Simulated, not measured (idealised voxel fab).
process module | voxel plated lines
cross-section cut | 240 nm wide | cells 5 nm
A cross-section is a grid of square cells, given in bands from the top down. A band is one or more rows of cells.
Each band's line starts with the height of the band's top and of its bottom, in nm. Then come its materials from left to right, each with its width in nm. One material with "throughout" fills the band from edge to edge. "air" is empty space.
Height 0 is the level under which the wafer as received is all one material. The lowest band goes on downwards, as in "0 down".
A width such as "30 to 40" changes by the same amount from each row of cells to the next, from the band's top row to its bottom row.
"no change" after a step means that no cell of the cross-section changed.
closed voids: empty space of 8 cells or more with no open way to the top, each as width x height at its distance from the left edge, in nm
after a step's settings: what the simulator itself notes on the step
overlay nm, on a step with a mask: how far to the right of its planned place the mask lay; to the left if negative
plan
1 op RECEIVE | material Si
2 op CONFORMAL_DEP | material Al2O3 | thk nm 5
3 op DIRECTIONAL_DEP | material TiN | thk nm 5
4 op PATTERN | tone open | mask id LINES | material resist | width nm 20 | pitch nm 50 | thk nm 40 | overlay nm 0
5 op EPI | material Ru | thk nm 10
6 op EPI | material Ru | thk nm 10
7 op EPI | material Ru | thk nm 5
8 op STRIP | etch materials resist
9 op DIRECTIONAL_ETCH | etch materials TiN | depth nm 5
10 op CONFORMAL_DEP | material SiO2 | thk nm 10
as received, after step 1
  0 down: Si throughout
  closed voids: none
first wafer at the end, as planned
  45 to 35: air 25 | SiO2 40 | air 10 | SiO2 40 | air 10 | SiO2 40 | air 10 | SiO2 40 | air 25
  35 to 15: air 25 | SiO2 10 | Ru 20 | SiO2 10 | air 10 | SiO2 10 | Ru 20 | SiO2 10 | air 10 | SiO2 10 | Ru 20 | SiO2 10 | air 10 | SiO2 10 | Ru 20 | SiO2 10 | air 25
  15 to 10: SiO2 35 | Ru 20 | SiO2 30 | Ru 20 | SiO2 30 | Ru 20 | SiO2 30 | Ru 20 | SiO2 35
  10 to 5: SiO2 35 | TiN 20 | SiO2 30 | TiN 20 | SiO2 30 | TiN 20 | SiO2 30 | TiN 20 | SiO2 35
  5 to 0: Al2O3 throughout
  0 down: Si throughout
  closed voids: none
second wafer at the end: like start, like plan, one mistake
  55 to 45: air 25 | SiO2 40 | air 10 | SiO2 40 | air 10 | SiO2 40 | air 10 | SiO2 40 | air 25
  45 to 15: air 25 | SiO2 10 | Ru 20 | SiO2 10 | air 10 | SiO2 10 | Ru 20 | SiO2 10 | air 10 | SiO2 10 | Ru 20 | SiO2 10 | air 10 | SiO2 10 | Ru 20 | SiO2 10 | air 25
  15 to 10: SiO2 35 | Ru 20 | SiO2 30 | Ru 20 | SiO2 30 | Ru 20 | SiO2 30 | Ru 20 | SiO2 35
  10 to 5: SiO2 35 | TiN 20 | SiO2 30 | TiN 20 | SiO2 30 | TiN 20 | SiO2 30 | TiN 20 | SiO2 35
  5 to 0: Al2O3 throughout
  0 down: Si throughout
  closed voids: none
what went wrong: one of the steps 5 and 6, which are alike, was run twice
at the end the second wafer has, in cells: 32 more of Ru | 32 more of SiO2
